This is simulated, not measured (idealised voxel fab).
process module | voxel capacitor over wiring
cross-section cut | 215 nm wide | cells 5 nm
A cross-section is a grid of square cells, given in bands from the top down. A band is one or more rows of cells.
Each band's line starts with the height of the band's top and of its bottom, in nm. Then come its materials from left to right, each with its width in nm. One material with "throughout" fills the band from edge to edge. "air" is empty space.
Height 0 is the level under which the wafer as received is all one material. The lowest band goes on downwards, as in "0 down".
A width such as "30 to 40" changes by the same amount from each row of cells to the next, from the band's top row to its bottom row.
"no change" after a step means that no cell of the cross-section changed.
closed voids: empty space of 8 cells or more with no open way to the top, each as width x height at its distance from the left edge, in nm
after a step's settings: what the simulator itself notes on the step
overlay nm, on a step with a mask: how far to the right of its planned place the mask lay; to the left if negative
plan
1 op RECEIVE | material Si
2 op CONFORMAL_DEP | material SiO2 | thk nm 15
3 op CONFORMAL_DEP | material SiN | thk nm 5
4 op DIRECTIONAL_DEP | material SiO2 | thk nm 25
5 op PATTERN | tone open | mask id METAL_1 | material resist | width nm 25 | pitch nm 80 | thk nm 15 | overlay nm 0
6 op DIRECTIONAL_ETCH | etch materials SiO2 | depth nm 25
7 op DIRECTIONAL_ETCH | etch materials SiN | depth nm 5
8 op STRIP | etch materials resist
9 op CONFORMAL_DEP | material TiN | thk nm 5
10 op FILL_DEP | material W | thk nm 10
11 op CMP | height nm 45
12 op EPI | material Ru | thk nm 5
13 op FILL_DEP | material SiCN | thk nm 5
14 op DIRECTIONAL_DEP | material lowk | thk nm 15
15 op PATTERN | tone open | mask id PLUG_1 | material resist | width nm 15 | thk nm 15 | overlay nm 0
16 op DIRECTIONAL_ETCH | etch materials lowk | depth nm 15
17 op DIRECTIONAL_ETCH | etch materials SiCN | depth nm 5
18 op STRIP | etch materials resist
19 op EPI | material Ru | thk nm 10
20 op EPI | material Ru | thk nm 10
21 op DIRECTIONAL_DEP | material TiN | thk nm 5
22 op DIRECTIONAL_DEP | material HfO2 | thk nm 5
23 op DIRECTIONAL_DEP | material TiN | thk nm 5
24 op PATTERN | tone cover | mask id UPPER_PLATE | material resist | width nm 60 | thk nm 20 | overlay nm 0
25 op DIRECTIONAL_ETCH | etch materials TiN | depth nm 5
26 op DIRECTIONAL_ETCH | etch materials HfO2 | depth nm 5
27 op STRIP | etch materials resist
28 op PATTERN | tone cover | mask id LOWER_PLATE | material resist | width nm 70 | thk nm 20 | overlay nm 0
29 op DIRECTIONAL_ETCH | etch materials TiN | depth nm 5
30 op STRIP | etch materials resist
31 op FILL_DEP | material SiO2 | thk nm 20
32 op CMP | height nm 100
33 op MASKED_ETCH | tone open | mask id PLUG_2 | width nm 15 | etch materials SiO2 | depth nm 15 | overlay nm 0
34 op CONFORMAL_DEP | material TiN | thk nm 5
35 op FILL_DEP | material Ru | thk nm 10
36 op CMP | height nm 100
37 op CONFORMAL_DEP | material SiCN | thk nm 5
as received, after step 1
  0 down: Si throughout
  closed voids: none
first wafer at the end, as planned
  105 to 100: SiCN throughout
  100 to 90: SiO2 75 | TiN 5 | Ru 5 | TiN 5 | SiO2 125
  90 to 80: SiO2 75 to 65 | TiN 15 to 60 | SiO2 125 to 90
  80 to 75: SiO2 65 | HfO2 60 | SiO2 90
  75 to 70: SiO2 60 | TiN 70 | SiO2 85
  70 to 55: lowk 65 | Ru 15 | lowk 135
  55 to 50: SiCN 65 | Ru 15 | SiCN 135
  50 to 45: SiCN 50 | Ru 35 | SiCN 45 | Ru 35 | SiCN 50
  45 to 20: SiO2 55 | TiN 5 | W 15 | TiN 5 | SiO2 55 | TiN 5 | W 15 | TiN 5 | SiO2 55
  20 to 15: SiN 55 | TiN 25 | SiN 55 | TiN 25 | SiN 55
  15 to 0: SiO2 throughout
  0 down: Si throughout
  closed voids: none
second wafer at the end: like start, like plan, one mistake
  105 to 100: SiCN throughout
  100 to 90: SiO2 75 | TiN 5 | Ru 5 | TiN 5 | SiO2 125
  90 to 80: SiO2 75 to 65 | TiN 15 to 60 | SiO2 125 to 90
  80 to 75: SiO2 65 | HfO2 60 | SiO2 90
  75 to 70: Ru throughout
  70 to 55: lowk 65 | Ru 15 | lowk 135
  55 to 50: SiCN 65 | Ru 15 | SiCN 135
  50 to 45: SiCN 50 | Ru 35 | SiCN 45 | Ru 35 | SiCN 50
  45 to 20: SiO2 55 | TiN 5 | W 15 | TiN 5 | SiO2 55 | TiN 5 | W 15 | TiN 5 | SiO2 55
  20 to 15: SiN 55 | TiN 25 | SiN 55 | TiN 25 | SiN 55
  15 to 0: SiO2 throughout
  0 down: Si throughout
  closed voids: none
what went wrong: step 21 ran as: op DIRECTIONAL_DEP | material Ru | thk nm 5
at the end the second wafer has, in cells: 43 more of Ru | 29 fewer of SiO2 | 14 fewer of TiN
